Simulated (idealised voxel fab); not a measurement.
This section sets out a process module, namely voxel quadruple lines.
The cross-section shown here is cut; it is 200 nm wide and divided into square cells measuring 5 nm on a side.
The cross-sections in this document take the form of a grid made of square cells. They are written out as bands, in order from top to bottom. Each band consists of one or more rows of cells. First you get the band's top height and its bottom height, in nm, and then the materials it's made of, left to right, with each width in nm. If you see a single material with "throughout", that one covers the band edge to edge. "air" is empty space. For the purposes of this specification, 0 denotes the height below which the wafer in its as-received condition is composed wholly of one material, and the lowermost band, lacking a lower limit, extends downward without end, as expressed in "0 -> down". A width given as "30->40" starts at the first number in the band's top row and ends at the second number in its bottom row, shifting by an equal amount at every step from row to row. Basically "left unchanged" means that step didn't change any cell in the cross-section. Entry "Closed cavity list". Content: empty spaces with no open connection to the top, size 8 cells or greater. Each: width x height at distance. Distance: from left edge. Unit: nm. Post-settings text on a step line: simulator's own remark regarding the step. When a step includes a mask, the "overlay nm" setting on its line states how far to the right of its planned place that mask lay, and negative values state how far to the left.
[Listed below are the process steps as planned]
step 1: RECEIVE with material Si
step 2: CONFORMAL_DEP with material Al2O3, thk nm 10
step 3: DIRECTIONAL_DEP with material TiN, thk nm 10
step 4: DIRECTIONAL_DEP with material polySi, thk nm 15
step 5: DIRECTIONAL_DEP with material aC, thk nm 20
step 6: PATTERN with tone cover, mask id MANDREL, material resist, width nm 30, thk nm 30, overlay nm 0
step 7: DIRECTIONAL_ETCH with etch materials aC, depth nm 20
step 8: STRIP with etch materials resist
step 9: CONFORMAL_DEP with material SiO2, thk nm 10
step 10: DIRECTIONAL_ETCH with etch materials SiO2, depth nm 10
step 11: STRIP with etch materials aC
step 12: DIRECTIONAL_ETCH with etch materials polySi, depth nm 15
step 13: STRIP with etch materials SiO2
step 14: CONFORMAL_DEP with material SiCN, thk nm 10
step 15: DIRECTIONAL_ETCH with etch materials SiCN, depth nm 10
step 16: STRIP with etch materials polySi
step 17: DIRECTIONAL_ETCH with etch materials TiN, depth nm 10
step 18: STRIP with etch materials SiCN
[Cross-section of the incoming wafer, state after step 1]
  0 -> down  Si throughout
  Closed cavity list: none
[Wafer cross-section at end of module: start and plan as shown above, one execution error]
  20 -> 10  70 nm air / 10 nm TiN / 10 nm air / 10 nm TiN / 5 nm air / 10 nm TiN / 10 nm air / 10 nm TiN / 65 nm air
  10 -> 0  Al2O3 throughout
  0 -> down  Si throughout
  Closed cavity list: none
Processing error: step 6 deviated from plan and actually ran as PATTERN with tone cover, mask id MANDREL, material resist, width nm 25, thk nm 30, overlay nm 0
